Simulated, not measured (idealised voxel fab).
Process module heading - voxel wiring stack
Cross-section cut: width 180 nm, square cells of 5 nm.
Notation: cross-section as square-cell grid; stated in bands, top first, going down; one or more cell rows per band. Within each band entry, the heights of the top and of the bottom of the band appear first, in that order and in nm; the materials of the band then follow from left to right, each with its corresponding width in nm. The designation "all across" on a single material indicates that it fills the band from edge to edge; the designation "air" indicates empty space. Heights from 0 (as-received wafer is one material below). Bottom band endless downward, as "from 0 down". The width entry "30 to 40" should be interpreted row by row: the top row of cells in the band takes the first number, the bottom row takes the second number, and the change between adjacent rows is uniform throughout. What does "same as before" mean for a step? It means no cell of the cross-section changed in that step. Under "Enclosed void listing" you'll find the enclosed gaps, the ones with no way out to the top, that are 8 cells or bigger; each reads width x height at distance, with distance counted from the left edge, everything in nm. On each step's line, the part that comes after the settings is the simulator's own comment on the step. The "overlay nm" setting may appear on a step's line; for a step that uses a mask, it gives how far to the right of its planned position the mask lay, and a negative value indicates the left.

[plan]
1) RECEIVE, material Si
2) CONFORMAL_DEP, material SiO2, thk nm 15
3) CONFORMAL_DEP, material SiN, thk nm 5
4) DIRECTIONAL_DEP, material SiO2, thk nm 15
5) DIRECTIONAL_DEP, material aC, thk nm 15
6) PATTERN, tone open, mask id METAL_1, material resist, width nm 25, pitch nm 40, thk nm 35, overlay nm 0
7) DIRECTIONAL_ETCH, etch materials aC, depth nm 15
8) STRIP, etch materials resist
9) DIRECTIONAL_ETCH, etch materials SiO2, depth nm 15
10) DIRECTIONAL_ETCH, etch materials SiN, depth nm 5
11) STRIP, etch materials aC
12) CONFORMAL_DEP, material TiN, thk nm 5
13) FILL_DEP, material Cu, thk nm 5
14) CMP, height nm 35
15) EPI, material Ru, thk nm 5
16) FILL_DEP, material SiCN, thk nm 5
17) DIRECTIONAL_DEP, material SiO2, thk nm 10
18) PATTERN, tone open, mask id PLUG_1, material resist, width nm 15, pitch nm 40, thk nm 15, overlay nm 0
19) DIRECTIONAL_ETCH, etch materials SiO2, depth nm 10
20) DIRECTIONAL_ETCH, etch materials SiCN, depth nm 5
21) STRIP, etch materials resist
22) CONFORMAL_DEP, material TiN, thk nm 5
23) FILL_DEP, material Ru, thk nm 10
24) CMP, height nm 55
25) DIRECTIONAL_DEP, material TiN, thk nm 5
26) DIRECTIONAL_DEP, material W, thk nm 15
27) PATTERN, tone cover, mask id METAL_2, material resist, width nm 25, pitch nm 40, thk nm 20, overlay nm 0
28) DIRECTIONAL_ETCH, etch materials W, depth nm 15
29) DIRECTIONAL_ETCH, etch materials TiN, depth nm 5
30) STRIP, etch materials resist
31) CONFORMAL_DEP, material SiN, thk nm 5
32) FILL_DEP, material lowk, thk nm 10
33) CMP, height nm 75
34) CONFORMAL_DEP, material SiCN, thk nm 5
35) DIRECTIONAL_DEP, material SiO2, thk nm 30
36) DIRECTIONAL_DEP, material aC, thk nm 10
37) PATTERN, tone open, mask id METAL_3_HOLES, material resist, width nm 15, thk nm 30, overlay nm 0
38) DIRECTIONAL_ETCH, etch materials aC, depth nm 10
39) STRIP, etch materials resist
40) DIRECTIONAL_ETCH, etch materials SiO2, depth nm 30
41) STRIP, etch materials aC
42) DIRECTIONAL_DEP, material aC, thk nm 15
43) PATTERN, tone open, mask id METAL_3, material resist, width nm 25, pitch nm 40, thk nm 30, overlay nm 0
44) DIRECTIONAL_ETCH, etch materials aC, depth nm 15
45) STRIP, etch materials resist
46) DIRECTIONAL_ETCH, etch materials SiO2, depth nm 15
47) DIRECTIONAL_ETCH, etch materials SiCN, depth nm 5
48) STRIP, etch materials aC
49) CONFORMAL_DEP, material TiN, thk nm 5
50) FILL_DEP, material Cu, thk nm 5
51) CMP, height nm 110
52) CONFORMAL_DEP, material SiN, thk nm 5

[Wafer as received: cross-section following step 1]
    from 0 down = Si all across
    Enclosed void listing: none

[Here's the wafer cut in cross-section after the module, started and planned just like above, except one thing was done wrong in the run]
    from 115 to 110 = SiN all across
    from 110 to 100 = SiO2=55, then TiN=5, then Cu=15, then TiN=5, then SiO2=15, then TiN=5, then Cu=15, then TiN=5, then SiO2=60
    from 100 to 95 = SiO2=55, then TiN=5, then Cu=5, then TiN=15, then SiO2=15, then TiN=25, then SiO2=60
    from 95 to 80 = SiO2=55, then TiN=5, then Cu=5, then TiN=5, then SiO2=110
    from 80 to 75 = SiCN=55, then TiN=15, then SiCN=110
    from 75 to 60 = lowk=55, then SiN=5, then W=25, then SiN=5, then lowk=5, then SiN=5, then W=25, then SiN=5, then lowk=50
    from 60 to 55 = SiN=60, then TiN=25, then SiN=15, then TiN=25, then SiN=55
    from 55 to 45 = SiO2=55, then TiN=5, then Ru=5, then TiN=5, then SiO2=25, then TiN=5, then Ru=5, then TiN=5, then SiO2=70
    from 45 to 40 = SiCN=55, then TiN=15, then SiCN=25, then TiN=15, then SiCN=70
    from 40 to 35 = SiCN=50, then Ru=35, then SiCN=5, then Ru=35, then SiCN=55
    from 35 to 20 = SiO2=55, then TiN=5, then Cu=15, then TiN=5, then SiO2=15, then TiN=5, then Cu=15, then TiN=5, then SiO2=60
    from 20 to 15 = SiN=55, then TiN=25, then SiN=15, then TiN=25, then SiN=60
    from 15 to 0 = SiO2 all across
    from 0 down = Si all across
    Enclosed void listing: none
Deviation from plan: rather than as planned, step 27 actually ran as PATTERN, tone cover, mask id METAL_2, material resist, width nm 25, pitch nm 40, thk nm 20, overlay nm 5
